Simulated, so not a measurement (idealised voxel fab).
voxel capacitor over wiring: a process module
Cross-sectional view cut (width: 285 nm; square cell size: 5 nm).
Cross-section, as written here: a square-cell grid given band by band from the top down, where a band holds one or more rows of cells. First you get the band's top height and its bottom height, in nm, and then the materials it's made of, left to right, with each width in nm. If you see a single material with "all across", that one covers the band edge to edge. "empty" is empty space. Heads up on the height convention: 0 is the point under which the incoming wafer is all one material, and the lowest band has no bottom, it just keeps going down, like "from 0 down". With a width like "30..40", each row of cells in the band differs from the next by the same amount, the top row carrying the first number and the bottom row the second. Take "all unchanged" at face value: in the step it is given for, the cross-section changed in none of its cells. Cavities, sealed: empty space of 8 cells or more with no open way to the top, each as width x height at its distance from the left edge, in nm. On a step's line, text after the settings is the simulator commenting on that step. overlay nm: mask right of planned place by this much (step with mask). Neg. = left.
**Process steps (planned)**
- 1: op RECEIVE | material Si
- 2: op CONFORMAL_DEP | material SiO2 | thk nm 10
- 3: op CONFORMAL_DEP | material SiN | thk nm 5
- 4: op DIRECTIONAL_DEP | material SiO2 | thk nm 20
- 5: op MASKED_ETCH | tone open | mask id METAL_1 | width nm 30 | pitch nm 80 | etch materials SiO2 | depth nm 20 | overlay nm 0
- 6: op MASKED_ETCH | tone open | mask id METAL_1 | width nm 30 | pitch nm 80 | etch materials SiN | depth nm 5 | overlay nm 0
- 7: op CONFORMAL_DEP | material TiN | thk nm 5
- 8: op FILL_DEP | material W | thk nm 10
- 9: op CMP | height nm 35
- 10: op CONFORMAL_DEP | material SiCN | thk nm 5
- 11: op DIRECTIONAL_DEP | material lowk | thk nm 20
- 12: op PATTERN | tone open | mask id PLUG_1 | material resist | width nm 15 | thk nm 20 | overlay nm 0
- 13: op DIRECTIONAL_ETCH | etch materials lowk | depth nm 20
- 14: op DIRECTIONAL_ETCH | etch materials SiCN | depth nm 5
- 15: op STRIP | etch materials resist
- 16: op CONFORMAL_DEP | material TiN | thk nm 5
- 17: op FILL_DEP | material Cu | thk nm 10
- 18: op CMP | height nm 60
- 19: op DIRECTIONAL_DEP | material TiN | thk nm 5
- 20: op DIRECTIONAL_DEP | material SiN | thk nm 5
- 21: op DIRECTIONAL_DEP | material TiN | thk nm 10
- 22: op MASKED_ETCH | tone cover | mask id UPPER_PLATE | width nm 55 | etch materials TiN | depth nm 10 | overlay nm 0
- 23: op MASKED_ETCH | tone cover | mask id UPPER_PLATE | width nm 55 | etch materials SiN | depth nm 5 | overlay nm 0
- 24: op DIRECTIONAL_DEP | material aC | thk nm 10
- 25: op PATTERN | tone cover | mask id LOWER_PLATE | material resist | width nm 65 | thk nm 30 | overlay nm 0
- 26: op DIRECTIONAL_ETCH | etch materials aC | depth nm 10
- 27: op STRIP | etch materials resist
- 28: op DIRECTIONAL_ETCH | etch materials TiN | depth nm 5
- 29: op STRIP | etch materials aC
- 30: op FILL_DEP | material SiO2 | thk nm 15
- 31: op CMP | height nm 90
- 32: op MASKED_ETCH | tone open | mask id PLUG_2 | width nm 15 | etch materials SiO2 | depth nm 10 | overlay nm 0
- 33: op CONFORMAL_DEP | material TiN | thk nm 5
- 34: op FILL_DEP | material Ru | thk nm 5
- 35: op CMP | height nm 90
- 36: op CONFORMAL_DEP | material SiN | thk nm 5
**first wafer, as planned**
**This is the cross-section of the wafer as we received it, i.e. after step 1**
  from 0 down  Si all across
  Cavities, sealed: none
**Wafer xsec, post step 2**
  from 10 to 0  SiO2 all across
  Beneath the level 0, the cross-section is identical to its previous state.
**Wafer xsec, post step 3**
  from 15 to 10  SiN all across
  Beneath the level 10, the cross-section is identical to its previous state.
**Wafer xsec, post step 4**
  from 35 to 15  SiO2 all across
  Beneath the level 15, the cross-section is identical to its previous state.
**Wafer xsec, post step 5**
  from 35 to 15  SiO2 85 nm / empty 30 nm / SiO2 50 nm / empty 30 nm / SiO2 90 nm
  Beneath the level 15, the cross-section is identical to its previous state.
**Wafer xsec, post step 6**
  from 35 to 15  SiO2 85 nm / empty 30 nm / SiO2 50 nm / empty 30 nm / SiO2 90 nm
  from 15 to 10  SiN 85 nm / empty 30 nm / SiN 50 nm / empty 30 nm / SiN 90 nm
  Beneath the level 10, the cross-section is identical to its previous state.
**Wafer xsec, post step 7**
  from 40 to 35  TiN 90 nm / empty 20 nm / TiN 60 nm / empty 20 nm / TiN 95 nm
  from 35 to 15  SiO2 85 nm / TiN 5 nm / empty 20 nm / TiN 5 nm / SiO2 50 nm / TiN 5 nm / empty 20 nm / TiN 5 nm / SiO2 90 nm
  from 15 to 10  SiN 85 nm / TiN 30 nm / SiN 50 nm / TiN 30 nm / SiN 90 nm
  Beneath the level 10, the cross-section is identical to its previous state.
**Wafer xsec, post step 8**
  from 50 to 40  W all across
  from 40 to 35  TiN 90 nm / W 20 nm / TiN 60 nm / W 20 nm / TiN 95 nm
  from 35 to 15  SiO2 85 nm / TiN 5 nm / W 20 nm / TiN 5 nm / SiO2 50 nm / TiN 5 nm / W 20 nm / TiN 5 nm / SiO2 90 nm
  Beneath the level 15, the cross-section is identical to its previous state.
**Wafer xsec, post step 9**
  from 35 to 15  SiO2 85 nm / TiN 5 nm / W 20 nm / TiN 5 nm / SiO2 50 nm / TiN 5 nm / W 20 nm / TiN 5 nm / SiO2 90 nm
  Beneath the level 15, the cross-section is identical to its previous state.
**Wafer xsec, post step 10**
  from 40 to 35  SiCN all across
  Beneath the level 35, the cross-section is identical to its previous state.
**Wafer xsec, post step 11**
  from 60 to 40  lowk all across
  Beneath the level 40, the cross-section is identical to its previous state.
**Wafer xsec, post step 12**
  from 80 to 60  resist 100 nm / empty 15 nm / resist 170 nm
  Beneath the level 60, the cross-section is identical to its previous state.
**Wafer xsec, post step 13**
  from 80 to 60  resist 100 nm / empty 15 nm / resist 170 nm
  from 60 to 40  lowk 100 nm / empty 15 nm / lowk 170 nm
  Beneath the level 40, the cross-section is identical to its previous state.
**Wafer xsec, post step 14**
  from 80 to 60  resist 100 nm / empty 15 nm / resist 170 nm
  from 60 to 40  lowk 100 nm / empty 15 nm / lowk 170 nm
  from 40 to 35  SiCN 100 nm / empty 15 nm / SiCN 170 nm
  Beneath the level 35, the cross-section is identical to its previous state.
**Wafer xsec, post step 15**
  from 60 to 40  lowk 100 nm / empty 15 nm / lowk 170 nm
  Beneath the level 40, the cross-section is identical to its previous state.
**Wafer xsec, post step 16**
  from 65 to 60  TiN 105 nm / empty 5 nm / TiN 175 nm
  from 60 to 40  lowk 100 nm / TiN 5 nm / empty 5 nm / TiN 5 nm / lowk 170 nm
  from 40 to 35  SiCN 100 nm / TiN 15 nm / SiCN 170 nm
  Beneath the level 35, the cross-section is identical to its previous state.
**Wafer xsec, post step 17**
  from 75 to 65  Cu all across
  from 65 to 60  TiN 105 nm / Cu 5 nm / TiN 175 nm
  from 60 to 40  lowk 100 nm / TiN 5 nm / Cu 5 nm / TiN 5 nm / lowk 170 nm
  Beneath the level 40, the cross-section is identical to its previous state.
**Wafer xsec, post step 18**
  from 60 to 40  lowk 100 nm / TiN 5 nm / Cu 5 nm / TiN 5 nm / lowk 170 nm
  Beneath the level 40, the cross-section is identical to its previous state.
**Wafer xsec, post step 19**
  from 65 to 60  TiN all across
  Beneath the level 60, the cross-section is identical to its previous state.
**Wafer xsec, post step 20**
  from 70 to 65  SiN all across
  Beneath the level 65, the cross-section is identical to its previous state.
**Wafer xsec, post step 21**
  from 80 to 70  TiN all across
  Beneath the level 70, the cross-section is identical to its previous state.
**Wafer xsec, post step 22**
  from 80 to 70  empty 100 nm / TiN 55 nm / empty 130 nm
  Beneath the level 70, the cross-section is identical to its previous state.
**Wafer xsec, post step 23**
  from 80 to 70  empty 100 nm / TiN 55 nm / empty 130 nm
  from 70 to 65  empty 100 nm / SiN 55 nm / empty 130 nm
  Beneath the level 65, the cross-section is identical to its previous state.
**Wafer xsec, post step 24**
  from 90 to 80  empty 100 nm / aC 55 nm / empty 130 nm
  from 80 to 75  empty 100 nm / TiN 55 nm / empty 130 nm
  from 75 to 70  aC 100 nm / TiN 55 nm / aC 130 nm
  from 70 to 65  aC 100 nm / SiN 55 nm / aC 130 nm
  Beneath the level 65, the cross-section is identical to its previous state.
**Wafer xsec, post step 25**
  from 120 to 90  empty 95 nm / resist 65 nm / empty 125 nm
  from 90 to 80  empty 95 nm / resist 5 nm / aC 55 nm / resist 5 nm / empty 125 nm
  from 80 to 75  empty 95 nm / resist 5 nm / TiN 55 nm / resist 5 nm / empty 125 nm
  Beneath the level 75, the cross-section is identical to its previous state.
**Wafer xsec, post step 26**
  from 110 to 90  empty 95 nm / resist 65 nm / empty 125 nm
  from 90 to 80  empty 95 nm / resist 5 nm / aC 55 nm / resist 5 nm / empty 125 nm
  from 80 to 75  empty 95 nm / resist 5 nm / TiN 55 nm / resist 5 nm / empty 125 nm
  from 75 to 70  empty 95 nm / aC 5 nm / TiN 55 nm / aC 5 nm / empty 125 nm
  from 70 to 65  empty 95 nm / aC 5 nm / SiN 55 nm / aC 5 nm / empty 125 nm
  Beneath the level 65, the cross-section is identical to its previous state.
**Wafer xsec, post step 27**
  from 90 to 80  empty 100 nm / aC 55 nm / empty 130 nm
  from 80 to 75  empty 100 nm / TiN 55 nm / empty 130 nm
  Beneath the level 75, the cross-section is identical to its previous state.
**Wafer xsec, post step 28**
  from 90 to 80  empty 100 nm / aC 55 nm / empty 130 nm
  from 80 to 75  empty 100 nm / TiN 55 nm / empty 130 nm
  from 75 to 70  empty 95 nm / aC 5 nm / TiN 55 nm / aC 5 nm / empty 125 nm
  from 70 to 65  empty 95 nm / aC 5 nm / SiN 55 nm / aC 5 nm / empty 125 nm
  from 65 to 60  empty 95 nm / TiN 65 nm / empty 125 nm
  Beneath the level 60, the cross-section is identical to its previous state.
**Wafer xsec, post step 29**
  from 80 to 70  empty 100 nm / TiN 55 nm / empty 130 nm
  from 70 to 65  empty 100 nm / SiN 55 nm / empty 130 nm
  Beneath the level 65, the cross-section is identical to its previous state.
**Wafer xsec, post step 30**
  from 95 to 80  SiO2 all across
  from 80 to 70  SiO2 100 nm / TiN 55 nm / SiO2 130 nm
  from 70 to 65  SiO2 100 nm / SiN 55 nm / SiO2 130 nm
  from 65 to 60  SiO2 95 nm / TiN 65 nm / SiO2 125 nm
  Beneath the level 60, the cross-section is identical to its previous state.
**Wafer xsec, post step 31**
  from 90 to 80  SiO2 all across
  Beneath the level 80, the cross-section is identical to its previous state.
**Wafer xsec, post step 32**
  from 90 to 80  SiO2 110 nm / empty 15 nm / SiO2 160 nm
  Beneath the level 80, the cross-section is identical to its previous state.
**Wafer xsec, post step 33**
  from 95 to 90  TiN 115 nm / empty 5 nm / TiN 165 nm
  from 90 to 85  SiO2 110 nm / TiN 5 nm / empty 5 nm / TiN 5 nm / SiO2 160 nm
  from 85 to 80  SiO2 110 nm / TiN 15 nm / SiO2 160 nm
  Beneath the level 80, the cross-section is identical to its previous state.
**Wafer xsec, post step 34**
  from 100 to 95  Ru all across
  from 95 to 90  TiN 115 nm / Ru 5 nm / TiN 165 nm
  from 90 to 85  SiO2 110 nm / TiN 5 nm / Ru 5 nm / TiN 5 nm / SiO2 160 nm
  Beneath the level 85, the cross-section is identical to its previous state.
**Wafer xsec, post step 35**
  from 90 to 85  SiO2 110 nm / TiN 5 nm / Ru 5 nm / TiN 5 nm / SiO2 160 nm
  Beneath the level 85, the cross-section is identical to its previous state.
**Wafer xsec, post step 36**
  from 95 to 90  SiN all across
  Beneath the level 90, the cross-section is identical to its previous state.
**It is to be noted that the second wafer proceeded from the same initial state and according to the same plan as the first, although one mistake was committed in its execution; through step 21, inclusive, the two wafers share an identical history**
**Cross-section, second wafer, at the end time the plan gives for step 22**
  from 80 to 70  empty 100 nm / TiN 55 nm / empty 130 nm
  Beneath the level 70, the cross-section is identical to its previous state.
**Cross-section, second wafer, at the end time the plan gives for step 23**
  from 80 to 70  empty 100 nm / TiN 55 nm / empty 130 nm
  from 70 to 65  empty 100 nm / SiN 55 nm / empty 130 nm
  Beneath the level 65, the cross-section is identical to its previous state.
**Cross-section, second wafer, at the end time the plan gives for step 24**
  from 90 to 80  empty 100 nm / aC 55 nm / empty 130 nm
  from 80 to 75  empty 100 nm / TiN 55 nm / empty 130 nm
  from 75 to 70  aC 100 nm / TiN 55 nm / aC 130 nm
  from 70 to 65  aC 100 nm / SiN 55 nm / aC 130 nm
  Beneath the level 65, the cross-section is identical to its previous state.
**Cross-section, second wafer, at the end time the plan gives for step 25**
  from 120 to 90  empty 95 nm / resist 65 nm / empty 125 nm
  from 90 to 80  empty 95 nm / resist 5 nm / aC 55 nm / resist 5 nm / empty 125 nm
  from 80 to 75  empty 95 nm / resist 5 nm / TiN 55 nm / resist 5 nm / empty 125 nm
  Beneath the level 75, the cross-section is identical to its previous state.
**Cross-section, second wafer, at the end time the plan gives for step 26**
  from 110 to 90  empty 95 nm / resist 65 nm / empty 125 nm
  from 90 to 80  empty 95 nm / resist 5 nm / aC 55 nm / resist 5 nm / empty 125 nm
  from 80 to 75  empty 95 nm / resist 5 nm / TiN 55 nm / resist 5 nm / empty 125 nm
  from 75 to 70  empty 95 nm / aC 5 nm / TiN 55 nm / aC 5 nm / empty 125 nm
  from 70 to 65  empty 95 nm / aC 5 nm / SiN 55 nm / aC 5 nm / empty 125 nm
  Beneath the level 65, the cross-section is identical to its previous state.
**Cross-section, second wafer, at the end time the plan gives for step 27**
  from 90 to 80  empty 100 nm / aC 55 nm / empty 130 nm
  from 80 to 75  empty 100 nm / TiN 55 nm / empty 130 nm
  Beneath the level 75, the cross-section is identical to its previous state.
**Cross-section, second wafer, at the end time the plan gives for step 28**
  from 90 to 80  empty 100 nm / aC 55 nm / empty 130 nm
  from 80 to 75  empty 100 nm / TiN 55 nm / empty 130 nm
  from 75 to 70  empty 95 nm / aC 5 nm / TiN 55 nm / aC 5 nm / empty 125 nm
  from 70 to 65  empty 95 nm / aC 5 nm / SiN 55 nm / aC 5 nm / empty 125 nm
  from 65 to 60  empty 95 nm / TiN 65 nm / empty 125 nm
  Beneath the level 60, the cross-section is identical to its previous state.
**Cross-section, second wafer, at the end time the plan gives for step 29**
  from 80 to 70  empty 100 nm / TiN 55 nm / empty 130 nm
  from 70 to 65  empty 100 nm / SiN 55 nm / empty 130 nm
  Beneath the level 65, the cross-section is identical to its previous state.
**Cross-section, second wafer, at the end time the plan gives for step 30**
  from 95 to 80  SiO2 all across
  from 80 to 70  SiO2 100 nm / TiN 55 nm / SiO2 130 nm
  from 70 to 65  SiO2 100 nm / SiN 55 nm / SiO2 130 nm
  from 65 to 60  SiO2 95 nm / TiN 65 nm / SiO2 125 nm
  Beneath the level 60, the cross-section is identical to its previous state.
**Cross-section, second wafer, at the end time the plan gives for step 31**
  from 90 to 80  SiO2 all across
  Beneath the level 80, the cross-section is identical to its previous state.
**Cross-section, second wafer, at the end time the plan gives for step 32**
  from 90 to 80  SiO2 110 nm / empty 15 nm / SiO2 160 nm
  Beneath the level 80, the cross-section is identical to its previous state.
**Cross-section, second wafer, at the end time the plan gives for step 33**
  from 95 to 90  TiN 115 nm / empty 5 nm / TiN 165 nm
  from 90 to 85  SiO2 110 nm / TiN 5 nm / empty 5 nm / TiN 5 nm / SiO2 160 nm
  from 85 to 80  SiO2 110 nm / TiN 15 nm / SiO2 160 nm
  Beneath the level 80, the cross-section is identical to its previous state.
**Cross-section, second wafer, at the end time the plan gives for step 34**
  from 100 to 95  Ru all across
  from 95 to 90  TiN 115 nm / Ru 5 nm / TiN 165 nm
  from 90 to 85  SiO2 110 nm / TiN 5 nm / Ru 5 nm / TiN 5 nm / SiO2 160 nm
  Beneath the level 85, the cross-section is identical to its previous state.
**Cross-section, second wafer, at the end time the plan gives for step 35**
  from 90 to 85  SiO2 110 nm / TiN 5 nm / Ru 5 nm / TiN 5 nm / SiO2 160 nm
  Beneath the level 85, the cross-section is identical to its previous state.
**Cross-section, second wafer, at the end time the plan gives for step 36**
  from 95 to 90  SiN all across
  Beneath the level 90, the cross-section is identical to its previous state.
Error vs. plan: heads up, step 22 of the plan got done twice
The two wafers finish with the same cross-section, and therefore the mistake leaves the computed outcome of this model unchanged.
